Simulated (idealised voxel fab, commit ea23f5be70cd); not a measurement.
process module | voxel air gaps
It is cross-section cut that appears here, measuring 205 nm in width, its square cells being 5 nm in size.
If you're reading a cross-section in this doc, picture square cells in a grid; it comes to you as bands, top ones listed first down to the bottom, and a band can be one or more rows of cells. The band entry comprises the height of the band's top followed by the height of its bottom, expressed in nm, and subsequently the band's materials from left to right, each stated together with its width in nm. Where a single material is marked with the word "all across", that material fills the band from edge to edge. The word "air" represents empty space. Height reference: 0 = level under which incoming wafer is all one material. Lowest band: no bottom, runs on downward, e.g. "0 and below". Graded width ("30..40"): value in top row of band = first number; value in bottom row = second number; row-to-row change constant. When a step is marked "changes: none", none of the cells in the cross-section changed during that step. Empty spaces without an open route to the top, at least 8 cells in extent, make up the entry "Completely sealed voids"; each is given as width x height at distance, where the distance is measured from the left edge, and all are in nm. Past the settings on a step's line: simulator remark, on that step. When a step includes a mask, the "overlay nm" setting on its line states how far to the right of its planned place that mask lay, and negative values state how far to the left.

## List of planned process steps
step 1: RECEIVE | material Si
step 2: CONFORMAL_DEP | material SiO2 | thk nm 10
step 3: CONFORMAL_DEP | material SiCN | thk nm 5
step 4: DIRECTIONAL_DEP | material SiO2 | thk nm 30
step 5: PATTERN | tone open | mask id LINES | material resist | width nm 20 | pitch nm 45 | thk nm 20 | overlay nm 0
step 6: DIRECTIONAL_ETCH | etch materials SiO2 | depth nm 30
step 7: STRIP | etch materials resist
step 8: CONFORMAL_DEP | material TiN | thk nm 5
step 9: FILL_DEP | material Cu | thk nm 10
step 10: CMP | height nm 45
step 11: EPI | material Ru | thk nm 10
step 12: SELECTIVE_ETCH | etch materials SiO2 | depth nm 40
step 13: CONFORMAL_DEP | material SiCN | thk nm 5

## Cross-section of the wafer upon arrival, representing the state reached after step 1
> 0 and below | Si all across
> Completely sealed voids: none

## Sectioned view, first of two wafers, at the close of the module, processed as intended in the plan
> 60 down to 55 | 30 air, then 140 SiCN, then 35 air
> 55 down to 45 | 30 air, then 5 SiCN, then 40 Ru, then 5 SiCN, then 40 Ru, then 5 SiCN, then 40 Ru, then 5 SiCN, then 35 air
> 45 down to 40 | 30 air, then 15 SiCN, then 5 TiN, then 10 Cu, then 5 TiN, then 25 SiCN, then 5 TiN, then 10 Cu, then 5 TiN, then 25 SiCN, then 5 TiN, then 10 Cu, then 5 TiN, then 15 SiCN, then 35 air
> 40 down to 20 | 40 air, then 5 SiCN, then 5 TiN, then 10 Cu, then 5 TiN, then 5 SiCN, then 15 air, then 5 SiCN, then 5 TiN, then 10 Cu, then 5 TiN, then 5 SiCN, then 15 air, then 5 SiCN, then 5 TiN, then 10 Cu, then 5 TiN, then 5 SiCN, then 45 air
> 20 down to 15 | 45 SiCN, then 20 TiN, then 25 SiCN, then 20 TiN, then 25 SiCN, then 20 TiN, then 50 SiCN
> 15 down to 10 | SiCN all across
> 10 down to 0 | SiO2 all across
> 0 and below | Si all across
> Completely sealed voids: 15 x 20 at 70; 15 x 20 at 115

## Cross-section at end of module for the second wafer of two, which matched the first in starting point and plan and differed by one mistake in its processing
> 60 down to 55 | 30 air, then 145 SiCN, then 30 air
> 55 down to 45 | 30 air, then 5 SiCN, then 135 Ru, then 5 SiCN, then 30 air
> 45 down to 40 | 30 air, then 15 SiCN, then 5 TiN, then 15 Cu, then 5 TiN, then 20 SiO2, then 5 TiN, then 15 Cu, then 5 TiN, then 20 SiO2, then 5 TiN, then 15 Cu, then 5 TiN, then 15 SiCN, then 30 air
> 40 down to 20 | 40 air, then 5 SiCN, then 5 TiN, then 15 Cu, then 5 TiN, then 20 SiO2, then 5 TiN, then 15 Cu, then 5 TiN, then 20 SiO2, then 5 TiN, then 15 Cu, then 5 TiN, then 5 SiCN, then 40 air
> 20 down to 15 | 45 SiCN, then 25 TiN, then 20 SiO2, then 25 TiN, then 20 SiO2, then 25 TiN, then 45 SiCN
> 15 down to 10 | SiCN all across
> 10 down to 0 | SiO2 all across
> 0 and below | Si all across
> Completely sealed voids: none
Heads up, the wafer didn't run the way we planned it: for step 5, the planned setting was not used; the step was instead run as PATTERN | tone open | mask id LINES | material resist | width nm 25 | pitch nm 45 | thk nm 20 | overlay nm 0
The second wafer ends with more or fewer cells of some materials than the first, per final count: 15 more of Cu; 6 more of Ru; 40 fewer of SiCN; 48 more of SiO2; 3 more of TiN
Final observation: first wafer, 2 closed voids; second wafer, 0 closed voids.
